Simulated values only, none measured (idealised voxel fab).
voxel ribs on slabs: a process module
Square cells of 5 nm make up the cross-section cut, whose width is 165 nm.
This document writes a cross-section as a grid whose cells are square, and gives it as bands, listed from the top down; one or more rows of cells form a band.
Band: top height; bottom height; in nm. Then, left to right: material with width in nm, for each material. "all across": a single material spanning edge to edge. "blank": empty space.
Height is counted from the level 0, under which the received wafer is composed throughout of one material. The lowest of the bands is not closed at the bottom but continues downward, in the notation "0 -> down".
With a width like "30..40", each row of cells in the band differs from the next by the same amount, the top row carrying the first number and the bottom row the second.
The designation "no alteration", where it is given for a processing step, indicates that no cell of the cross-section was altered in the course of that step.
The entry "Enclosed void inventory" lists the empty spaces that cover at least 8 cells and have no open path to the top. Each is written as width x height at distance, where the distance is measured from the left edge and all three values are in nm.
On a step's line, text after the settings is the simulator commenting on that step.
overlay nm: step with mask; distance mask lay right of planned place; negative value = left of planned place.

## The steps planned for the process are as follows
1 RECEIVE: material Si
2 DIRECTIONAL_DEP: material SiO2, thk nm 30
3 DIRECTIONAL_DEP: material SiN, thk nm 15
4 DIRECTIONAL_DEP: material aC, thk nm 10
5 PATTERN: tone cover, mask id RIB, material resist, width nm 25, thk nm 25, overlay nm 0
6 DIRECTIONAL_ETCH: etch materials aC, depth nm 10
7 STRIP: etch materials resist
8 DIRECTIONAL_ETCH: etch materials SiN, depth nm 10
9 STRIP: etch materials aC
10 MASKED_ETCH: tone cover, mask id SLAB, width nm 55, etch materials SiN, depth nm 5, overlay nm 0
11 FILL_DEP: material SiO2, thk nm 25
12 CMP: height nm 65
13 DIRECTIONAL_DEP: material TiN, thk nm 5
14 DIRECTIONAL_DEP: material aC, thk nm 10
15 PATTERN: tone cover, mask id HEATER, material resist, width nm 35, thk nm 30, overlay nm 0
16 DIRECTIONAL_ETCH: etch materials aC, depth nm 10
17 STRIP: etch materials resist
18 DIRECTIONAL_ETCH: etch materials TiN, depth nm 5
19 STRIP: etch materials aC
20 CONFORMAL_DEP: material SiO2, thk nm 10

## On the first of the two wafers: run conducted according to plan

## Cross-section, incoming material, after step 1
> 0 -> down | Si all across
> Enclosed void inventory: none

## Cross-section: wafer state after step 2
> 30 -> 0 | SiO2 all across
> Below 0, no change.

## Cross-section: wafer state after step 3
> 45 -> 30 | SiN all across
> Below 30, no change.

## Cross-section: wafer state after step 4
> 55 -> 45 | aC all across
> Below 45, no change.

## Cross-section: wafer state after step 5
> 80 -> 55 | blank=70, then resist=25, then blank=70
> Below 55, no change.

## Cross-section: wafer state after step 6
> 70 -> 55 | blank=70, then resist=25, then blank=70
> 55 -> 45 | blank=70, then aC=25, then blank=70
> Below 45, no change.

## Cross-section: wafer state after step 7
> 55 -> 45 | blank=70, then aC=25, then blank=70
> Below 45, no change.

## Cross-section: wafer state after step 8
> 55 -> 45 | blank=70, then aC=25, then blank=70
> 45 -> 35 | blank=70, then SiN=25, then blank=70
> Below 35, no change.

## Cross-section: wafer state after step 9
> 45 -> 35 | blank=70, then SiN=25, then blank=70
> Below 35, no change.

## Cross-section: wafer state after step 10
> 45 -> 35 | blank=70, then SiN=25, then blank=70
> 35 -> 30 | blank=55, then SiN=55, then blank=55
> Below 30, no change.

## Cross-section: wafer state after step 11
> 70 -> 45 | SiO2 all across
> 45 -> 35 | SiO2=70, then SiN=25, then SiO2=70
> 35 -> 30 | SiO2=55, then SiN=55, then SiO2=55
> Below 30, no change.

## Cross-section: wafer state after step 12
> 65 -> 45 | SiO2 all across
> Below 45, no change.

## Cross-section: wafer state after step 13
> 70 -> 65 | TiN all across
> Below 65, no change.

## Cross-section: wafer state after step 14
> 80 -> 70 | aC all across
> Below 70, no change.

## Cross-section: wafer state after step 15
> 110 -> 80 | blank=65, then resist=35, then blank=65
> Below 80, no change.

## Cross-section: wafer state after step 16
> 100 -> 80 | blank=65, then resist=35, then blank=65
> 80 -> 70 | blank=65, then aC=35, then blank=65
> Below 70, no change.

## Cross-section: wafer state after step 17
> 80 -> 70 | blank=65, then aC=35, then blank=65
> Below 70, no change.

## Cross-section: wafer state after step 18
> 80 -> 70 | blank=65, then aC=35, then blank=65
> 70 -> 65 | blank=65, then TiN=35, then blank=65
> Below 65, no change.

## Cross-section: wafer state after step 19
> 70 -> 65 | blank=65, then TiN=35, then blank=65
> Below 65, no change.

## Cross-section: wafer state after step 20
> 80 -> 75 | blank=55, then SiO2=55, then blank=55
> 75 -> 70 | SiO2 all across
> 70 -> 65 | SiO2=65, then TiN=35, then SiO2=65
> Below 65, no change.

## Wafer two of the pair: same origin, same plan, one error during the run; identical to wafer one up to and including step 9

## Cross-section: second wafer, time at which step 10 was scheduled to end
> 45 -> 35 | blank=70, then SiN=25, then blank=70
> 35 -> 30 | blank=65, then SiN=55, then blank=45
> Below 30, no change.

## Cross-section: second wafer, time at which step 11 was scheduled to end
> 70 -> 45 | SiO2 all across
> 45 -> 35 | SiO2=70, then SiN=25, then SiO2=70
> 35 -> 30 | SiO2=65, then SiN=55, then SiO2=45
> Below 30, no change.

## Cross-section: second wafer, time at which step 12 was scheduled to end
> 65 -> 45 | SiO2 all across
> Below 45, no change.

## Cross-section: second wafer, time at which step 13 was scheduled to end
> 70 -> 65 | TiN all across
> Below 65, no change.

## Cross-section: second wafer, time at which step 14 was scheduled to end
> 80 -> 70 | aC all across
> Below 70, no change.

## Cross-section: second wafer, time at which step 15 was scheduled to end
> 110 -> 80 | blank=65, then resist=35, then blank=65
> Below 80, no change.

## Cross-section: second wafer, time at which step 16 was scheduled to end
> 100 -> 80 | blank=65, then resist=35, then blank=65
> 80 -> 70 | blank=65, then aC=35, then blank=65
> Below 70, no change.

## Cross-section: second wafer, time at which step 17 was scheduled to end
> 80 -> 70 | blank=65, then aC=35, then blank=65
> Below 70, no change.

## Cross-section: second wafer, time at which step 18 was scheduled to end
> 80 -> 70 | blank=65, then aC=35, then blank=65
> 70 -> 65 | blank=65, then TiN=35, then blank=65
> Below 65, no change.

## Cross-section: second wafer, time at which step 19 was scheduled to end
> 70 -> 65 | blank=65, then TiN=35, then blank=65
> Below 65, no change.

## Cross-section: second wafer, time at which step 20 was scheduled to end
> 80 -> 75 | blank=55, then SiO2=55, then blank=55
> 75 -> 70 | SiO2 all across
> 70 -> 65 | SiO2=65, then TiN=35, then SiO2=65
> Below 65, no change.
The plan and the run diverged here: contrary to plan, step 10 was performed as MASKED_ETCH: tone cover, mask id SLAB, width nm 55, etch materials SiN, depth nm 5, overlay nm 10
By the end, you'd get the same cell count for each material on either wafer, but the second wafer puts them somewhere else.
